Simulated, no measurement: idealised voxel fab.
Process module heading - voxel self aligned vias
Cross-sectional view cut (width: 290 nm; square cell size: 5 nm).
A cross-section is written here as square cells arranged in a grid, and it is given in bands from the top down, each band taking up one or more rows of cells.
The entry gives the band's vertical extent as a top height and a bottom height in nm, then its horizontal make-up as materials from left to right, each with a width in nm. "empty" stands for empty space; a single material marked "everywhere" fills the band edge to edge.
The reference from which all heights are counted is 0, the level beneath which the as-received wafer is entirely one material; the lowest band, having no lower bound, proceeds downward and is written after the example "0 and below".
The width entry "30->40" should be interpreted row by row: the top row of cells in the band takes the first number, the bottom row takes the second number, and the change between adjacent rows is uniform throughout.
Key: "nothing different" - step with no changed cell in the cross-section.
Heads up: "Unvented voids" only lists the empty pockets with no open path to the top that are 8 cells or more, and it writes them as width x height at distance, distance from the left edge, in nm.
On each step's line, the part that comes after the settings is the simulator's own comment on the step.
When a step includes a mask, the "overlay nm" setting on its line states how far to the right of its planned place that mask lay, and negative values state how far to the left.
[Steps planned for the process]
| 1 | op RECEIVE | material Si |
| 2 | op CONFORMAL_DEP | material SiO2 | thk nm 15 |
| 3 | op CONFORMAL_DEP | material SiCN | thk nm 5 |
| 4 | op DIRECTIONAL_DEP | material SiO2 | thk nm 30 |
| 5 | op DIRECTIONAL_DEP | material aC | thk nm 15 |
| 6 | op PATTERN | tone open | mask id LINES | material resist | width nm 30 | pitch nm 70 | thk nm 30 | overlay nm 0 |
| 7 | op DIRECTIONAL_ETCH | etch materials aC | depth nm 15 |
| 8 | op STRIP | etch materials resist |
| 9 | op DIRECTIONAL_ETCH | etch materials SiO2 | depth nm 30 |
| 10 | op STRIP | etch materials aC |
| 11 | op CONFORMAL_DEP | material TiN | thk nm 5 |
| 12 | op FILL_DEP | material W | thk nm 10 |
| 13 | op CMP | height nm 50 |
| 14 | op SELECTIVE_ETCH | etch materials W Ru TiN | depth nm 10 |
| 15 | op FILL_DEP | material SiN | thk nm 5 |
| 16 | op CMP | height nm 50 |
| 17 | op DIRECTIONAL_DEP | material SiO2 | thk nm 15 |
| 18 | op DIRECTIONAL_DEP | material aC | thk nm 15 |
| 19 | op PATTERN | tone open | mask id VIAS | material resist | width nm 50 | pitch nm 70 | thk nm 30 | overlay nm 0 |
| 20 | op DIRECTIONAL_ETCH | etch materials aC | depth nm 15 |
| 21 | op STRIP | etch materials resist |
| 22 | op DIRECTIONAL_ETCH | etch materials SiO2 | depth nm 15 |
| 23 | op DIRECTIONAL_ETCH | etch materials SiN | depth nm 10 |
| 24 | op STRIP | etch materials aC |
| 25 | op CONFORMAL_DEP | material TiN | thk nm 5 |
| 26 | op FILL_DEP | material W | thk nm 5 |
| 27 | op CMP | height nm 65 |
| 28 | op CONFORMAL_DEP | material SiCN | thk nm 5 |
[Wafer cross-section on receipt, i.e. after step 1]
- 0 and below  Si everywhere
- Unvented voids: none
[a wafer at the end: this start, this plan, one mistake]
- 70 down to 65  SiCN everywhere
- 65 down to 55  SiO2 85 nm / TiN 5 nm / W 45 nm / TiN 5 nm / SiO2 15 nm / TiN 5 nm / W 45 nm / TiN 5 nm / SiO2 80 nm
- 55 down to 45  SiO2 85->95 nm / TiN 15->5 nm / W 20 nm / TiN 20->5 nm / SiO2 15->40 nm / TiN 15->5 nm / W 20 nm / TiN 20->5 nm / SiO2 80->95 nm
- 45 down to 40  SiO2 95 nm / TiN 30 nm / SiO2 40 nm / TiN 30 nm / SiO2 95 nm
- 40 down to 25  SiO2 95 nm / TiN 5 nm / W 20 nm / TiN 5 nm / SiO2 40 nm / TiN 5 nm / W 20 nm / TiN 5 nm / SiO2 95 nm
- 25 down to 20  SiO2 95 nm / TiN 30 nm / SiO2 40 nm / TiN 30 nm / SiO2 95 nm
- 20 down to 15  SiCN everywhere
- 15 down to 0  SiO2 everywhere
- 0 and below  Si everywhere
- Unvented voids: none
Want to know what went wrong? contrary to plan, step 19 was performed as op PATTERN | tone open | mask id VIAS | material resist | width nm 55 | pitch nm 70 | thk nm 30 | overlay nm 0
